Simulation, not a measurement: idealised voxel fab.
process module | voxel lift off
cross-section cut | 190 nm wide | cells 5 nm
A cross-section is a grid of square cells, given in bands from the top down. A band is one or more rows of cells.
Each band's line starts with the height of the band's top and of its bottom, in nm. Then come its materials from left to right, each with its width in nm. One material with "throughout" fills the band from edge to edge. "air" is empty space.
Height 0 is the level under which the wafer as received is all one material. The lowest band goes on downwards, as in "0 down".
A width such as "30 to 40" changes by the same amount from each row of cells to the next, from the band's top row to its bottom row.
"no change" after a step means that no cell of the cross-section changed.
closed voids: empty space of 8 cells or more with no open way to the top, each as width x height at its distance from the left edge, in nm
after a step's settings: what the simulator itself notes on the step
overlay nm, on a step with a mask: how far to the right of its planned place the mask lay; to the left if negative
plan
1 op RECEIVE | material Si
2 op CONFORMAL_DEP | material Al2O3 | thk nm 5
3 op PATTERN | tone open | mask id LINES | material resist | width nm 30 | pitch nm 60 | thk nm 20 | overlay nm -15
4 op DIRECTIONAL_DEP | material Ru | thk nm 5
5 op STRIP | etch materials resist
6 op CONFORMAL_DEP | material SiCN | thk nm 10
varied across the wafers: overlay nm of step 3. The plan shows the first wafer's value. All wafers start alike
first wafer as received, after step 1
  0 down: Si throughout
  closed voids: none
each wafer at the end: cells of each material gained (+) or lost (-) since it was received, then its closed voids
overlay nm -15 | +38 Al2O3 | +12 Ru | +84 SiCN | closed voids: none
overlay nm -10 | +38 Al2O3 | +12 Ru | +84 SiCN | closed voids: none
overlay nm -5 | +38 Al2O3 | +12 Ru | +84 SiCN | closed voids: none
overlay nm 0 | +38 Al2O3 | +12 Ru | +84 SiCN | closed voids: none
overlay nm 5 | +38 Al2O3 | +12 Ru | +84 SiCN | closed voids: none
overlay nm 10 | +38 Al2O3 | +12 Ru | +84 SiCN | closed voids: none
overlay nm 15 | +38 Al2O3 | +12 Ru | +84 SiCN | closed voids: none
